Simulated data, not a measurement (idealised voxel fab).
You're looking at the process module voxel self aligned vias.
We display cut, a cross-section 265 nm in width whose square cells are each 5 nm.
Just so we're on the same page, the cross-sections are grids of square cells, and they're listed out in bands top to bottom, each band one or more rows deep.
Each band's line starts with the height of the band's top and of its bottom, in nm. Then come its materials from left to right, each with its width in nm. One material with "throughout" fills the band from edge to edge. "empty" is empty space.
Height datum 0, below which the as-received substrate wafer is one material. Lowest band open at the bottom, running downward: "0..down".
Quick explanation for "30..40": the width changes in equal steps down the rows of cells, from the first number in the band's top row to the second number in its bottom row.
Take "remained unchanged" at face value: in the step it is given for, the cross-section changed in none of its cells.
Basically, "Entrapped void list" tells you about the enclosed voids: empty spaces with no open way to the top, 8 cells or bigger, each written width x height at distance, where distance is from the left edge, all in nm.
Past the settings on a step's line: simulator remark, on that step.
The setting "overlay nm" may be written on the line of a step. When the step uses a mask, the value reports how far to the right of the planned place the mask lay, and a negative value reports that it lay to the left.

THIS SECTION LISTS THE PROCESS STEPS THAT WERE PLANNED
step 1: RECEIVE, material Si
step 2: CONFORMAL_DEP, material SiO2, thk nm 15
step 3: CONFORMAL_DEP, material SiCN, thk nm 5
step 4: DIRECTIONAL_DEP, material lowk, thk nm 30
step 5: MASKED_ETCH, tone open, mask id LINES, width nm 25, pitch nm 75, etch materials lowk, depth nm 30, overlay nm 0
step 6: CONFORMAL_DEP, material TiN, thk nm 5
step 7: FILL_DEP, material Ru, thk nm 10
step 8: CMP, height nm 50
step 9: SELECTIVE_ETCH, etch materials W Ru TiN, depth nm 5
step 10: FILL_DEP, material SiN, thk nm 10
step 11: CMP, height nm 50
step 12: DIRECTIONAL_DEP, material lowk, thk nm 20
step 13: PATTERN, tone open, mask id VIAS, material resist, width nm 35, thk nm 20, overlay nm 0
step 14: DIRECTIONAL_ETCH, etch materials lowk, depth nm 20
step 15: DIRECTIONAL_ETCH, etch materials SiN, depth nm 5
step 16: STRIP, etch materials resist
step 17: CONFORMAL_DEP, material TiN, thk nm 5
step 18: FILL_DEP, material W, thk nm 10
step 19: CMP, height nm 70
step 20: CONFORMAL_DEP, material SiN, thk nm 5
Keep in mind the plan's value for the width nm of step 13 comes from the first wafer; the wafers don't share that setting, but they do share the same starting point.

FIRST OF SEVERAL WAFERS, RECEIVED AFTER STEP 1, IN CROSS-SECTION
	0..down = Si throughout
	Entrapped void list: none

SHOWN IN CROSS-SECTION: THE FIRST OF SEVERAL WAFERS AT THE END OF THE MODULE, AFTER ITS LAST STEP, STEP 20
	75..70 = SiN throughout
	70..55 = lowk (75) / TiN (5) / W (25) / TiN (5) / lowk (155)
	55..50 = lowk (75) / TiN (10) / W (15) / TiN (10) / lowk (155)
	50..45 = lowk (80) / TiN (25) / lowk (50) / SiN (25) / lowk (85)
	45..25 = lowk (80) / TiN (5) / Ru (15) / TiN (5) / lowk (50) / TiN (5) / Ru (15) / TiN (5) / lowk (85)
	25..20 = lowk (80) / TiN (25) / lowk (50) / TiN (25) / lowk (85)
	20..15 = SiCN throughout
	15..0 = SiO2 throughout
	0..down = Si throughout
	Entrapped void list: none

CROSS-SECTIONAL VIEW OF THE FINAL WAFER OF SEVERAL AT THE MODULE'S END
	75..70 = SiN throughout
	70..55 = lowk (65) / TiN (5) / W (50) / TiN (5) / lowk (140)
	55..50 = lowk (65) / TiN (20) / W (15) / TiN (25) / lowk (140)
	50..45 = lowk (80) / TiN (25) / lowk (50) / SiN (25) / lowk (85)
	45..25 = lowk (80) / TiN (5) / Ru (15) / TiN (5) / lowk (50) / TiN (5) / Ru (15) / TiN (5) / lowk (85)
	25..20 = lowk (80) / TiN (25) / lowk (50) / TiN (25) / lowk (85)
	20..15 = SiCN throughout
	15..0 = SiO2 throughout
	0..down = Si throughout
	Entrapped void list: none

TABLE: WAFERS, A ROW EACH; END-OF-MODULE CELL CHANGE PER MATERIAL SINCE RECEIPT, GAIN (+), LOSS (-); THEN CLOSED VOIDS
width nm 35 | +24 Ru | +53 SiCN | +58 SiN | +159 SiO2 | +41 TiN | +18 W | +442 lowk | Entrapped void list: none
width nm 40 | +24 Ru | +53 SiCN | +58 SiN | +159 SiO2 | +42 TiN | +21 W | +438 lowk | Entrapped void list: none
width nm 45 | +24 Ru | +53 SiCN | +58 SiN | +159 SiO2 | +43 TiN | +24 W | +434 lowk | Entrapped void list: none
width nm 50 | +24 Ru | +53 SiCN | +58 SiN | +159 SiO2 | +44 TiN | +27 W | +430 lowk | Entrapped void list: none
width nm 55 | +24 Ru | +53 SiCN | +58 SiN | +159 SiO2 | +45 TiN | +30 W | +426 lowk | Entrapped void list: none
width nm 60 | +24 Ru | +53 SiCN | +58 SiN | +159 SiO2 | +46 TiN | +33 W | +422 lowk | Entrapped void list: none
